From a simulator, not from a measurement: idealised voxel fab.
Title: Process Module voxel trench capacitor
Section cut is 265 nm wide and gridded with 5 nm square cells.
Heads up, the way a cross-section reads in here is a grid of square cells, handed over as bands from the top down, with every band being one or more rows of cells. First you get the band's top height and its bottom height, in nm, and then the materials it's made of, left to right, with each width in nm. If you see a single material with "full width", that one covers the band edge to edge. "air" is empty space. Heights from 0 (as-received wafer is one material below). Bottom band endless downward, as "0 down". The width entry "30 to 40" should be interpreted row by row: the top row of cells in the band takes the first number, the bottom row takes the second number, and the change between adjacent rows is uniform throughout. "identical to before" (step): cross-section cells unchanged, all of them. "Voids lacking openings" contains a list of empty spaces, each no smaller than 8 cells and without an open way to the top, written in the form width x height at distance with the distance from the left edge and all three in nm. On each step's line, the part that comes after the settings is the simulator's own comment on the step. Among the settings permitted on a step's line is "overlay nm"; applied to a step with a mask, it specifies the extent to which the mask lay to the right of its planned position, whereas a negative figure signifies a position to the left.

Set out below are the planned steps of the process:
1) RECEIVE (material Si)
2) CONFORMAL_DEP (material SiN; thk nm 10)
3) PATTERN (tone open; mask id TRENCH; material resist; width nm 20; pitch nm 45; thk nm 15; overlay nm 0)
4) DIRECTIONAL_ETCH (etch materials SiN; depth nm 10)
5) DIRECTIONAL_ETCH (etch materials Si; depth nm 40)
6) STRIP (etch materials resist)
7) CONFORMAL_DEP (material HfO2; thk nm 5)
8) CONFORMAL_DEP (material TiN; thk nm 5)
9) FILL_DEP (material W; thk nm 5)
10) CMP (height nm 10)
Don't read the plan's width nm for step 3 as applying to every wafer: that's the first wafer's value, and the wafers differ in it, though they all start identical.

First of several wafers, received after step 1, in cross-section:
  0 down  Si full width
  Voids lacking openings: none

End of the module, past its last step, step 10: how the first of several wafers looks in cross-section:
  10 to 0  SiN=75 | HfO2=5 | TiN=10 | HfO2=5 | SiN=25 | HfO2=5 | TiN=10 | HfO2=5 | SiN=25 | HfO2=5 | TiN=10 | HfO2=5 | SiN=80
  0 to -35  Si=75 | HfO2=5 | TiN=10 | HfO2=5 | Si=25 | HfO2=5 | TiN=10 | HfO2=5 | Si=25 | HfO2=5 | TiN=10 | HfO2=5 | Si=80
  -35 to -40  Si=75 | HfO2=20 | Si=25 | HfO2=20 | Si=25 | HfO2=20 | Si=80
  -40 down  Si full width
  Voids lacking openings: none

Cross-section of the last wafer at end of module:
  10 to 0  SiN=70 | HfO2=5 | TiN=5 | W=10 | TiN=5 | HfO2=5 | SiN=15 | HfO2=5 | TiN=5 | W=10 | TiN=5 | HfO2=5 | SiN=15 | HfO2=5 | TiN=5 | W=10 | TiN=5 | HfO2=5 | SiN=75
  0 to -30  Si=70 | HfO2=5 | TiN=5 | W=10 | TiN=5 | HfO2=5 | Si=15 | HfO2=5 | TiN=5 | W=10 | TiN=5 | HfO2=5 | Si=15 | HfO2=5 | TiN=5 | W=10 | TiN=5 | HfO2=5 | Si=75
  -30 to -35  Si=70 | HfO2=5 | TiN=20 | HfO2=5 | Si=15 | HfO2=5 | TiN=20 | HfO2=5 | Si=15 | HfO2=5 | TiN=20 | HfO2=5 | Si=75
  -35 to -40  Si=70 | HfO2=30 | Si=15 | HfO2=30 | Si=15 | HfO2=30 | Si=75
  -40 down  Si full width
  Voids lacking openings: none

End of module, by wafer: material-by-material cell gain (+) or loss (-) since receipt, then closed voids:
width nm 20 | +66 HfO2 | -96 Si | +82 SiN | +54 TiN | Voids lacking openings: none
width nm 25 | +69 HfO2 | -120 Si | +76 SiN | +57 TiN | +24 W | Voids lacking openings: none
width nm 30 | +72 HfO2 | -144 Si | +70 SiN | +60 TiN | +48 W | Voids lacking openings: none
